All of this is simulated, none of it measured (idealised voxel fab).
process module | voxel plated lines
cross-section cut | 240 nm wide | cells 5 nm
A cross-section is a grid of square cells, given in bands from the top down. A band is one or more rows of cells.
Each band's line starts with the height of the band's top and of its bottom, in nm. Then come its materials from left to right, each with its width in nm. One material with "throughout" fills the band from edge to edge. "air" is empty space.
Height 0 is the level under which the wafer as received is all one material. The lowest band goes on downwards, as in "0 down".
A width such as "30 to 40" changes by the same amount from each row of cells to the next, from the band's top row to its bottom row.
"no change" after a step means that no cell of the cross-section changed.
closed voids: empty space of 8 cells or more with no open way to the top, each as width x height at its distance from the left edge, in nm
after a step's settings: what the simulator itself notes on the step
overlay nm, on a step with a mask: how far to the right of its planned place the mask lay; to the left if negative
plan
1 op RECEIVE | material Si
2 op CONFORMAL_DEP | material SiN | thk nm 5
3 op DIRECTIONAL_DEP | material TiN | thk nm 5
4 op PATTERN | tone open | mask id LINES | material resist | width nm 15 | pitch nm 35 | thk nm 35 | overlay nm 0
5 op EPI | material Ru | thk nm 5
6 op EPI | material Ru | thk nm 5
7 op EPI | material Ru | thk nm 10
8 op STRIP | etch materials resist
9 op DIRECTIONAL_ETCH | etch materials TiN | depth nm 5
10 op CONFORMAL_DEP | material SiCN | thk nm 5
first wafer, as planned
as received, after step 1
  0 down: Si throughout
  closed voids: none
after step 2
  5 to 0: SiN throughout
  below 0: unchanged
after step 3
  10 to 5: TiN throughout
  below 5: unchanged
after step 4
  45 to 10: resist 95 | air 15 | resist 20 | air 15 | resist 95
  below 10: unchanged
after step 5
  45 to 15: resist 95 | air 15 | resist 20 | air 15 | resist 95
  15 to 10: resist 95 | Ru 15 | resist 20 | Ru 15 | resist 95
  below 10: unchanged
after step 6
  45 to 20: resist 95 | air 15 | resist 20 | air 15 | resist 95
  20 to 10: resist 95 | Ru 15 | resist 20 | Ru 15 | resist 95
  below 10: unchanged
after step 7
  45 to 30: resist 95 | air 15 | resist 20 | air 15 | resist 95
  30 to 10: resist 95 | Ru 15 | resist 20 | Ru 15 | resist 95
  below 10: unchanged
after step 8
  30 to 10: air 95 | Ru 15 | air 20 | Ru 15 | air 95
  below 10: unchanged
after step 9
  30 to 10: air 95 | Ru 15 | air 20 | Ru 15 | air 95
  10 to 5: air 95 | TiN 15 | air 20 | TiN 15 | air 95
  below 5: unchanged
after step 10
  35 to 30: air 90 | SiCN 25 | air 10 | SiCN 25 | air 90
  30 to 10: air 90 | SiCN 5 | Ru 15 | SiCN 5 | air 10 | SiCN 5 | Ru 15 | SiCN 5 | air 90
  10 to 5: SiCN 95 | TiN 15 | SiCN 20 | TiN 15 | SiCN 95
  below 5: unchanged
second wafer: like start, like plan, one mistake. Through step 6 it matches the first wafer
when step 7 should have ended
  45 to 40: resist 95 | air 15 | resist 20 | air 15 | resist 95
  40 to 10: resist 95 | Ru 15 | resist 20 | Ru 15 | resist 95
  below 10: unchanged
when step 8 should have ended
  40 to 10: air 95 | Ru 15 | air 20 | Ru 15 | air 95
  below 10: unchanged
when step 9 should have ended
  40 to 10: air 95 | Ru 15 | air 20 | Ru 15 | air 95
  10 to 5: air 95 | TiN 15 | air 20 | TiN 15 | air 95
  below 5: unchanged
when step 10 should have ended
  45 to 40: air 90 | SiCN 25 | air 10 | SiCN 25 | air 90
  40 to 10: air 90 | SiCN 5 | Ru 15 | SiCN 5 | air 10 | SiCN 5 | Ru 15 | SiCN 5 | air 90
  10 to 5: SiCN 95 | TiN 15 | SiCN 20 | TiN 15 | SiCN 95
  below 5: unchanged
what went wrong: step 7 was run twice
at the end the second wafer has, in cells: 12 more of Ru | 8 more of SiCN
